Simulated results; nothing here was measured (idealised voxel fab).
Documented hereafter: the process module known as voxel ribs on slabs.
Displayed cross-section: cut, width of 155 nm, square cells sized 5 nm.
A cross-section is a grid of square cells, given in bands from the top down. A band is one or more rows of cells.
Basically the band line says how high the top is and how high the bottom is, in nm, and then what's in it from left to right, every material with its width in nm. Empty space shows up as "empty", and if a single material carries "full width" it runs the full band edge to edge.
Heights are measured from 0, the level below which the as-received wafer is all one material; the lowest band has no bottom and continues downward, written as in "0..down".
Think of "30->40" as a width that walks from the first number to the second as you go down the band, top row to bottom row, taking equal-sized steps from row to row.
Step marked "no alteration"? Then no cell in the cross-section changed in it.
Listed in "Voids, sealed": every empty space of 8 or more cells without an open way to the top. Form: width x height at distance, the distance being from the left edge, all in nm.
Note: text after step settings on the step line = simulator remark on that step.
Each step line may optionally specify "overlay nm", which for a step with a mask gives the rightward distance between the mask's planned place and where it lay, a negative value indicating the leftward direction.

# Planned process steps
1: RECEIVE,material Si
2: DIRECTIONAL_DEP,material SiO2,thk nm 20
3: DIRECTIONAL_DEP,material SiN,thk nm 20
4: PATTERN,tone cover,mask id RIB,material resist,width nm 15,thk nm 15,overlay nm 0
5: DIRECTIONAL_ETCH,etch materials SiN,depth nm 10
6: STRIP,etch materials resist
7: MASKED_ETCH,tone cover,mask id SLAB,width nm 75,etch materials SiN,depth nm 10,overlay nm 0
8: FILL_DEP,material SiO2,thk nm 25
9: CMP,height nm 60
10: DIRECTIONAL_DEP,material TiN,thk nm 5
11: PATTERN,tone cover,mask id HEATER,material resist,width nm 25,thk nm 20,overlay nm 0
12: DIRECTIONAL_ETCH,etch materials TiN,depth nm 5
13: STRIP,etch materials resist
14: CONFORMAL_DEP,material SiN,thk nm 10

# The first of the two wafers, which ran as planned

# Cross-section of the incoming wafer, state after step 1
	0..down: Si full width
	Voids, sealed: none

# Cross-section: wafer state after step 2
	20..0: SiO2 full width
	Everything under 0 stays put, no change at all.

# Cross-section: wafer state after step 3
	40..20: SiN full width
	Everything under 20 stays put, no change at all.

# Cross-section: wafer state after step 4
	55..40: empty: 70 / resist: 15 / empty: 70
	Everything under 40 stays put, no change at all.

# Cross-section: wafer state after step 5
	55..40: empty: 70 / resist: 15 / empty: 70
	40..30: empty: 70 / SiN: 15 / empty: 70
	Everything under 30 stays put, no change at all.

# Cross-section: wafer state after step 6
	40..30: empty: 70 / SiN: 15 / empty: 70
	Everything under 30 stays put, no change at all.

# Cross-section: wafer state after step 7
	40..30: empty: 70 / SiN: 15 / empty: 70
	30..20: empty: 40 / SiN: 75 / empty: 40
	Everything under 20 stays put, no change at all.

# Cross-section: wafer state after step 8
	65..40: SiO2 full width
	40..30: SiO2: 70 / SiN: 15 / SiO2: 70
	30..20: SiO2: 40 / SiN: 75 / SiO2: 40
	Everything under 20 stays put, no change at all.

# Cross-section: wafer state after step 9
	60..40: SiO2 full width
	Everything under 40 stays put, no change at all.

# Cross-section: wafer state after step 10
	65..60: TiN full width
	Everything under 60 stays put, no change at all.

# Cross-section: wafer state after step 11
	85..65: empty: 65 / resist: 25 / empty: 65
	Everything under 65 stays put, no change at all.

# Cross-section: wafer state after step 12
	85..65: empty: 65 / resist: 25 / empty: 65
	65..60: empty: 65 / TiN: 25 / empty: 65
	Everything under 60 stays put, no change at all.

# Cross-section: wafer state after step 13
	65..60: empty: 65 / TiN: 25 / empty: 65
	Everything under 60 stays put, no change at all.

# Cross-section: wafer state after step 14
	75..70: empty: 55 / SiN: 45 / empty: 55
	70..65: SiN full width
	65..60: SiN: 65 / TiN: 25 / SiN: 65
	Everything under 60 stays put, no change at all.

# It is to be noted that the second wafer proceeded from the same initial state and according to the same plan as the first, although one mistake was committed in its execution; through step 1, inclusive, the two wafers share an identical history

# Cross-section of the second wafer at the time step 2 of the plan should have ended
	20..0: SiN full width
	Everything under 0 stays put, no change at all.

# Cross-section of the second wafer at the time step 3 of the plan should have ended
	40..20: SiO2 full width
	Everything under 20 stays put, no change at all.

# Cross-section of the second wafer at the time step 4 of the plan should have ended
	55..40: empty: 70 / resist: 15 / empty: 70
	Everything under 40 stays put, no change at all.

Cross-section of the second wafer at the time step 5 of the plan should have ended: no alteration

# Cross-section of the second wafer at the time step 6 of the plan should have ended
	40..20: SiO2 full width
	Everything under 20 stays put, no change at all.

Cross-section of the second wafer at the time step 7 of the plan should have ended: no alteration

# Cross-section of the second wafer at the time step 8 of the plan should have ended
	65..20: SiO2 full width
	Everything under 20 stays put, no change at all.

# Cross-section of the second wafer at the time step 9 of the plan should have ended
	60..20: SiO2 full width
	Everything under 20 stays put, no change at all.

# Cross-section of the second wafer at the time step 10 of the plan should have ended
	65..60: TiN full width
	Everything under 60 stays put, no change at all.

# Cross-section of the second wafer at the time step 11 of the plan should have ended
	85..65: empty: 65 / resist: 25 / empty: 65
	Everything under 65 stays put, no change at all.

# Cross-section of the second wafer at the time step 12 of the plan should have ended
	85..65: empty: 65 / resist: 25 / empty: 65
	65..60: empty: 65 / TiN: 25 / empty: 65
	Everything under 60 stays put, no change at all.

# Cross-section of the second wafer at the time step 13 of the plan should have ended
	65..60: empty: 65 / TiN: 25 / empty: 65
	Everything under 60 stays put, no change at all.

# Cross-section of the second wafer at the time step 14 of the plan should have ended
	75..70: empty: 55 / SiN: 45 / empty: 55
	70..65: SiN full width
	65..60: SiN: 65 / TiN: 25 / SiN: 65
	Everything under 60 stays put, no change at all.
The mistake made against the process plan was this: a sequencing error occurred in which plan steps 2 and 3 were transposed
Final comparison by cell count, materials where the second wafer has more or fewer than the first: SiN +88; SiO2 -88
